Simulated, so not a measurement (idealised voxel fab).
process module | voxel self aligned vias
cross-section cut | 290 nm wide | cells 5 nm
A cross-section is a grid of square cells, given in bands from the top down. A band is one or more rows of cells.
Each band's line starts with the height of the band's top and of its bottom, in nm. Then come its materials from left to right, each with its width in nm. One material with "throughout" fills the band from edge to edge. "air" is empty space.
Height 0 is the level under which the wafer as received is all one material. The lowest band goes on downwards, as in "0 down".
A width such as "30 to 40" changes by the same amount from each row of cells to the next, from the band's top row to its bottom row.
"no change" after a step means that no cell of the cross-section changed.
closed voids: empty space of 8 cells or more with no open way to the top, each as width x height at its distance from the left edge, in nm
after a step's settings: what the simulator itself notes on the step
overlay nm, on a step with a mask: how far to the right of its planned place the mask lay; to the left if negative
plan
1 op RECEIVE | material Si
2 op CONFORMAL_DEP | material SiO2 | thk nm 15
3 op CONFORMAL_DEP | material SiCN | thk nm 5
4 op DIRECTIONAL_DEP | material lowk | thk nm 30
5 op DIRECTIONAL_DEP | material aC | thk nm 15
6 op PATTERN | tone open | mask id LINES | material resist | width nm 25 | pitch nm 60 | thk nm 35 | overlay nm 0
7 op DIRECTIONAL_ETCH | etch materials aC | depth nm 15
8 op STRIP | etch materials resist
9 op DIRECTIONAL_ETCH | etch materials lowk | depth nm 30
10 op STRIP | etch materials aC
11 op CONFORMAL_DEP | material TiN | thk nm 5
12 op FILL_DEP | material W | thk nm 10
13 op CMP | height nm 50
14 op SELECTIVE_ETCH | etch materials W Ru TiN | depth nm 5
15 op FILL_DEP | material SiN | thk nm 10
16 op CMP | height nm 50
17 op DIRECTIONAL_DEP | material lowk | thk nm 15
18 op MASKED_ETCH | tone open | mask id VIAS | width nm 45 | pitch nm 60 | etch materials lowk | depth nm 15 | overlay nm 0
19 op MASKED_ETCH | tone open | mask id VIAS | width nm 45 | pitch nm 60 | etch materials SiN | depth nm 5 | overlay nm 0
20 op CONFORMAL_DEP | material TiN | thk nm 5
21 op FILL_DEP | material Cu | thk nm 5
22 op CMP | height nm 65
23 op CONFORMAL_DEP | material SiCN | thk nm 5
as received, after step 1
  0 down: Si throughout
  closed voids: none
a wafer at the end: this start, this plan, one mistake
  70 to 65: SiCN throughout
  65 to 55: lowk 60 | TiN 5 | Cu 35 | TiN 5 | lowk 15 | TiN 5 | Cu 35 | TiN 5 | lowk 15 | TiN 5 | Cu 35 | TiN 5 | lowk 65
  55 to 50: lowk 60 | TiN 15 | Cu 20 | TiN 10 | lowk 15 | TiN 15 | Cu 20 | TiN 10 | lowk 15 | TiN 15 | Cu 20 | TiN 10 | lowk 65
  50 to 45: lowk 70 | TiN 30 | lowk 30 | TiN 30 | lowk 30 | TiN 30 | lowk 70
  45 to 25: lowk 70 | TiN 5 | W 20 | TiN 5 | lowk 30 | TiN 5 | W 20 | TiN 5 | lowk 30 | TiN 5 | W 20 | TiN 5 | lowk 70
  25 to 20: lowk 70 | TiN 30 | lowk 30 | TiN 30 | lowk 30 | TiN 30 | lowk 70
  20 to 15: SiCN throughout
  15 to 0: SiO2 throughout
  0 down: Si throughout
  closed voids: none
what went wrong: step 6 ran as: op PATTERN | tone open | mask id LINES | material resist | width nm 30 | pitch nm 60 | thk nm 35 | overlay nm 0
